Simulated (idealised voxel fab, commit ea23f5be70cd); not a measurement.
process module | voxel self aligned contacts
cross-section cut | 300 nm wide | cells 5 nm
A cross-section is a grid of square cells, given in bands from the top down. A band is one or more rows of cells.
Each band's line starts with the height of the band's top and of its bottom, in nm. Then come its materials from left to right, each with its width in nm. One material with "throughout" fills the band from edge to edge. "air" is empty space.
Height 0 is the level under which the wafer as received is all one material. The lowest band goes on downwards, as in "0 down".
A width such as "30 to 40" changes by the same amount from each row of cells to the next, from the band's top row to its bottom row.
"no change" after a step means that no cell of the cross-section changed.
closed voids: empty space of 8 cells or more with no open way to the top, each as width x height at its distance from the left edge, in nm
after a step's settings: what the simulator itself notes on the step
overlay nm, on a step with a mask: how far to the right of its planned place the mask lay; to the left if negative
plan
1 op RECEIVE | material Si
2 op OXIDIZE | depth nm 5
3 op DIRECTIONAL_DEP | material polySi | thk nm 25
4 op DIRECTIONAL_DEP | material SiN | thk nm 25
5 op MASKED_ETCH | tone cover | mask id GATE | width nm 30 | pitch nm 75 | etch materials SiN | depth nm 25 | overlay nm 0
6 op MASKED_ETCH | tone cover | mask id GATE | width nm 20 | pitch nm 75 | etch materials polySi | depth nm 25 | overlay nm 0
7 op CONFORMAL_DEP | material SiN | thk nm 10
8 op DIRECTIONAL_ETCH | etch materials SiN | depth nm 10
9 op FILL_DEP | material SiO2 | thk nm 15
10 op CMP | height nm 55
11 op PATTERN | tone open | mask id CONTACT | material resist | width nm 55 | pitch nm 75 | thk nm 15 | overlay nm 0
12 op DIRECTIONAL_ETCH | etch materials SiO2 | depth nm 60
13 op STRIP | etch materials resist
14 op CONFORMAL_DEP | material TiN | thk nm 5
15 op FILL_DEP | material W | thk nm 5
16 op CMP | height nm 55
17 op CONFORMAL_DEP | material SiN | thk nm 5
varied across the wafers: width nm of step 6. The plan shows the first wafer's value. All wafers start alike
first wafer as received, after step 1
  0 down: Si throughout
  closed voids: none
first wafer at the end, after step 17
  60 to 55: SiN throughout
  55 to 50: SiO2 85 | TiN 20 | W 15 | TiN 20 | SiO2 20 | TiN 20 | W 15 | TiN 20 | SiO2 85
  50 to 25: SiO2 50 | SiN 50 | TiN 5 | W 15 | TiN 5 | SiN 50 | TiN 5 | W 15 | TiN 5 | SiN 50 | SiO2 50
  25 to 0: SiO2 50 | SiN 10 | polySi 30 | SiN 10 | TiN 5 | W 15 | TiN 5 | SiN 10 | polySi 30 | SiN 10 | TiN 5 | W 15 | TiN 5 | SiN 10 | polySi 30 | SiN 10 | SiO2 50
  0 to -5: SiO2 100 | TiN 25 | SiO2 50 | TiN 25 | SiO2 100
  -5 down: Si throughout
  closed voids: none
last wafer at the end
  60 to 55: SiN throughout
  55 to 50: SiO2 85 | TiN 20 | W 15 | TiN 20 | SiO2 20 | TiN 20 | W 15 | TiN 20 | SiO2 85
  50 to 30: SiO2 50 | SiN 50 | TiN 5 | W 15 | TiN 5 | SiN 50 | TiN 5 | W 15 | TiN 5 | SiN 50 | SiO2 50
  30 to 25: SiO2 50 | SiN 50 | TiN 25 | SiN 50 | TiN 25 | SiN 50 | SiO2 50
  25 to 0: SiO2 45 | SiN 10 | polySi 45 | SiN 10 | TiN 10 | SiN 10 | polySi 45 | SiN 10 | TiN 10 | SiN 10 | polySi 45 | SiN 10 | SiO2 40
  0 to -5: SiO2 110 | TiN 10 | SiO2 65 | TiN 10 | SiO2 105
  -5 down: Si throughout
  closed voids: none
each wafer at the end: cells of each material gained (+) or lost (-) since it was received, then its closed voids
width nm 20 | -60 Si | +270 SiN | +288 SiO2 | +66 TiN | +66 W | +90 polySi | closed voids: none
width nm 25 | -60 Si | +270 SiN | +288 SiO2 | +66 TiN | +66 W | +90 polySi | closed voids: none
width nm 30 | -60 Si | +270 SiN | +288 SiO2 | +66 TiN | +66 W | +90 polySi | closed voids: none
width nm 35 | -60 Si | +270 SiN | +285 SiO2 | +66 TiN | +54 W | +105 polySi | closed voids: none
width nm 40 | -60 Si | +270 SiN | +282 SiO2 | +66 TiN | +42 W | +120 polySi | closed voids: none
width nm 45 | -60 Si | +270 SiN | +279 SiO2 | +66 TiN | +30 W | +135 polySi | closed voids: none
